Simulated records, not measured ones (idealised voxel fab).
Name of the process module below: voxel ribs on slabs
The cross-section on display is named cut; it measures 270 nm wide, and its cells are 5 nm squares.
In what follows, cross-sections appear as grids of square cells, described through bands that run from the top down, where every band is one or more rows of cells.
This entry defines a band. It first specifies the height of the band's top and the height of its bottom in nm, and then specifies the band's materials from left to right, stating each material with its width in nm. The word "full width" identifies a single material that fills the band from edge to edge, while the word "empty" identifies empty space.
It should be noted that heights are counted from 0, beneath which the wafer as supplied is of one material throughout, and that the lowest band possesses no lower boundary but continues downward, as written in "0 -> down".
The notation "30 to 40" denotes a width that varies across the rows of cells in the band, beginning at the first number in the top row, finishing at the second number in the bottom row, and changing by an identical amount from each row to the next.
Key: "nothing got changed" - step with no changed cell in the cross-section.
Each empty space that has no open way to the top and spans at least 8 cells appears under "Enclosed void catalog" as width x height at distance, the distance counted from the left edge, all in nm.
Formally, on a step line, whatever follows the settings is a remark that the simulator itself makes on the step.
A step's line can hold "overlay nm"; with a mask on that step, the setting says how far right of the planned place the mask lay, while a negative setting says it lay to the left.
## Planned step list for the process
1: RECEIVE, material Si
2: DIRECTIONAL_DEP, material SiO2, thk nm 30
3: DIRECTIONAL_DEP, material polySi, thk nm 20
4: PATTERN, tone cover, mask id RIB, material resist, width nm 20, thk nm 15, overlay nm 0
5: DIRECTIONAL_ETCH, etch materials polySi, depth nm 5
6: STRIP, etch materials resist
7: DIRECTIONAL_DEP, material aC, thk nm 15
8: PATTERN, tone cover, mask id SLAB, material resist, width nm 50, thk nm 35, overlay nm 0
9: DIRECTIONAL_ETCH, etch materials aC, depth nm 15
10: STRIP, etch materials resist
11: DIRECTIONAL_ETCH, etch materials polySi, depth nm 15
12: STRIP, etch materials aC
13: FILL_DEP, material SiO2, thk nm 25
14: CMP, height nm 65
15: DIRECTIONAL_DEP, material TiN, thk nm 5
16: PATTERN, tone cover, mask id HEATER, material resist, width nm 30, thk nm 15, overlay nm 0
17: DIRECTIONAL_ETCH, etch materials TiN, depth nm 5
18: STRIP, etch materials resist
19: CONFORMAL_DEP, material SiO2, thk nm 10
## The following pertains to the first of two wafers, which was processed as planned
## This is the cross-section of the wafer as we received it, i.e. after step 1
0 -> down | Si full width
Enclosed void catalog: none
## The following cross-section depicts the wafer upon completion of step 2
30 -> 0 | SiO2 full width
Under the height 0 nothing was changed.
## The following cross-section depicts the wafer upon completion of step 3
50 -> 30 | polySi full width
Under the height 30 nothing was changed.
## The following cross-section depicts the wafer upon completion of step 4
65 -> 50 | empty 125 nm, then resist 20 nm, then empty 125 nm
Under the height 50 nothing was changed.
## The following cross-section depicts the wafer upon completion of step 5
65 -> 50 | empty 125 nm, then resist 20 nm, then empty 125 nm
50 -> 45 | empty 125 nm, then polySi 20 nm, then empty 125 nm
Under the height 45 nothing was changed.
## The following cross-section depicts the wafer upon completion of step 6
50 -> 45 | empty 125 nm, then polySi 20 nm, then empty 125 nm
Under the height 45 nothing was changed.
## The following cross-section depicts the wafer upon completion of step 7
65 -> 60 | empty 125 nm, then aC 20 nm, then empty 125 nm
60 -> 50 | aC full width
50 -> 45 | aC 125 nm, then polySi 20 nm, then aC 125 nm
Under the height 45 nothing was changed.
## The following cross-section depicts the wafer upon completion of step 8
100 -> 65 | empty 110 nm, then resist 50 nm, then empty 110 nm
65 -> 60 | empty 110 nm, then resist 15 nm, then aC 20 nm, then resist 15 nm, then empty 110 nm
Under the height 60 nothing was changed.
## The following cross-section depicts the wafer upon completion of step 9
85 -> 65 | empty 110 nm, then resist 50 nm, then empty 110 nm
65 -> 60 | empty 110 nm, then resist 15 nm, then aC 20 nm, then resist 15 nm, then empty 110 nm
60 -> 50 | empty 110 nm, then aC 50 nm, then empty 110 nm
50 -> 45 | empty 110 nm, then aC 15 nm, then polySi 20 nm, then aC 15 nm, then empty 110 nm
Under the height 45 nothing was changed.
## The following cross-section depicts the wafer upon completion of step 10
65 -> 60 | empty 125 nm, then aC 20 nm, then empty 125 nm
Under the height 60 nothing was changed.
## The following cross-section depicts the wafer upon completion of step 11
65 -> 60 | empty 125 nm, then aC 20 nm, then empty 125 nm
60 -> 50 | empty 110 nm, then aC 50 nm, then empty 110 nm
50 -> 45 | empty 110 nm, then aC 15 nm, then polySi 20 nm, then aC 15 nm, then empty 110 nm
45 -> 30 | empty 110 nm, then polySi 50 nm, then empty 110 nm
Under the height 30 nothing was changed.
## The following cross-section depicts the wafer upon completion of step 12
50 -> 45 | empty 125 nm, then polySi 20 nm, then empty 125 nm
Under the height 45 nothing was changed.
## The following cross-section depicts the wafer upon completion of step 13
75 -> 50 | SiO2 full width
50 -> 45 | SiO2 125 nm, then polySi 20 nm, then SiO2 125 nm
45 -> 30 | SiO2 110 nm, then polySi 50 nm, then SiO2 110 nm
Under the height 30 nothing was changed.
## The following cross-section depicts the wafer upon completion of step 14
65 -> 50 | SiO2 full width
Under the height 50 nothing was changed.
## The following cross-section depicts the wafer upon completion of step 15
70 -> 65 | TiN full width
Under the height 65 nothing was changed.
## The following cross-section depicts the wafer upon completion of step 16
85 -> 70 | empty 120 nm, then resist 30 nm, then empty 120 nm
Under the height 70 nothing was changed.
## The following cross-section depicts the wafer upon completion of step 17
85 -> 70 | empty 120 nm, then resist 30 nm, then empty 120 nm
70 -> 65 | empty 120 nm, then TiN 30 nm, then empty 120 nm
Under the height 65 nothing was changed.
## The following cross-section depicts the wafer upon completion of step 18
70 -> 65 | empty 120 nm, then TiN 30 nm, then empty 120 nm
Under the height 65 nothing was changed.
## The following cross-section depicts the wafer upon completion of step 19
80 -> 75 | empty 110 nm, then SiO2 50 nm, then empty 110 nm
75 -> 70 | SiO2 full width
70 -> 65 | SiO2 120 nm, then TiN 30 nm, then SiO2 120 nm
Under the height 65 nothing was changed.
## The second wafer: identical to the first at the outset and in its planned sequence, differing only in that one mistake was made during processing; up to and including step 3, its path is the first wafer's path
## Cross-section of the second wafer when, according to plan, step 4 should have finished
65 -> 50 | resist 125 nm, then empty 20 nm, then resist 125 nm
Under the height 50 nothing was changed.
## Cross-section of the second wafer when, according to plan, step 5 should have finished
65 -> 50 | resist 125 nm, then empty 20 nm, then resist 125 nm
50 -> 45 | polySi 125 nm, then empty 20 nm, then polySi 125 nm
Under the height 45 nothing was changed.
## Cross-section of the second wafer when, according to plan, step 6 should have finished
50 -> 45 | polySi 125 nm, then empty 20 nm, then polySi 125 nm
Under the height 45 nothing was changed.
## Cross-section of the second wafer when, according to plan, step 7 should have finished
65 -> 60 | aC 125 nm, then empty 20 nm, then aC 125 nm
60 -> 50 | aC full width
50 -> 45 | polySi 125 nm, then aC 20 nm, then polySi 125 nm
Under the height 45 nothing was changed.
## Cross-section of the second wafer when, according to plan, step 8 should have finished
100 -> 65 | empty 110 nm, then resist 50 nm, then empty 110 nm
65 -> 60 | aC 125 nm, then resist 20 nm, then aC 125 nm
Under the height 60 nothing was changed.
## Cross-section of the second wafer when, according to plan, step 9 should have finished
85 -> 65 | empty 110 nm, then resist 50 nm, then empty 110 nm
65 -> 60 | empty 110 nm, then aC 15 nm, then resist 20 nm, then aC 15 nm, then empty 110 nm
60 -> 50 | empty 110 nm, then aC 50 nm, then empty 110 nm
Under the height 50 nothing was changed.
## Cross-section of the second wafer when, according to plan, step 10 should have finished
65 -> 60 | empty 110 nm, then aC 15 nm, then empty 20 nm, then aC 15 nm, then empty 110 nm
Under the height 60 nothing was changed.
## Cross-section of the second wafer when, according to plan, step 11 should have finished
65 -> 60 | empty 110 nm, then aC 15 nm, then empty 20 nm, then aC 15 nm, then empty 110 nm
60 -> 50 | empty 110 nm, then aC 50 nm, then empty 110 nm
50 -> 45 | empty 110 nm, then polySi 15 nm, then aC 20 nm, then polySi 15 nm, then empty 110 nm
45 -> 35 | empty 110 nm, then polySi 50 nm, then empty 110 nm
Under the height 35 nothing was changed.
## Cross-section of the second wafer when, according to plan, step 12 should have finished
50 -> 45 | empty 110 nm, then polySi 15 nm, then empty 20 nm, then polySi 15 nm, then empty 110 nm
Under the height 45 nothing was changed.
## Cross-section of the second wafer when, according to plan, step 13 should have finished
75 -> 50 | SiO2 full width
50 -> 45 | SiO2 110 nm, then polySi 15 nm, then SiO2 20 nm, then polySi 15 nm, then SiO2 110 nm
45 -> 35 | SiO2 110 nm, then polySi 50 nm, then SiO2 110 nm
Under the height 35 nothing was changed.
## Cross-section of the second wafer when, according to plan, step 14 should have finished
65 -> 50 | SiO2 full width
Under the height 50 nothing was changed.
## Cross-section of the second wafer when, according to plan, step 15 should have finished
70 -> 65 | TiN full width
Under the height 65 nothing was changed.
## Cross-section of the second wafer when, according to plan, step 16 should have finished
85 -> 70 | empty 120 nm, then resist 30 nm, then empty 120 nm
Under the height 70 nothing was changed.
## Cross-section of the second wafer when, according to plan, step 17 should have finished
85 -> 70 | empty 120 nm, then resist 30 nm, then empty 120 nm
70 -> 65 | empty 120 nm, then TiN 30 nm, then empty 120 nm
Under the height 65 nothing was changed.
## Cross-section of the second wafer when, according to plan, step 18 should have finished
70 -> 65 | empty 120 nm, then TiN 30 nm, then empty 120 nm
Under the height 65 nothing was changed.
## Cross-section of the second wafer when, according to plan, step 19 should have finished
80 -> 75 | empty 110 nm, then SiO2 50 nm, then empty 110 nm
75 -> 70 | SiO2 full width
70 -> 65 | SiO2 120 nm, then TiN 30 nm, then SiO2 120 nm
Under the height 65 nothing was changed.
What was done differently from what was planned? step 4: run off-plan, actual operation and settings PATTERN, tone open, mask id RIB, material resist, width nm 20, thk nm 15, overlay nm 0
Final wafer comparison in cells, second versus first, more or fewer per material: SiO2: 46 fewer, polySi: 46 more
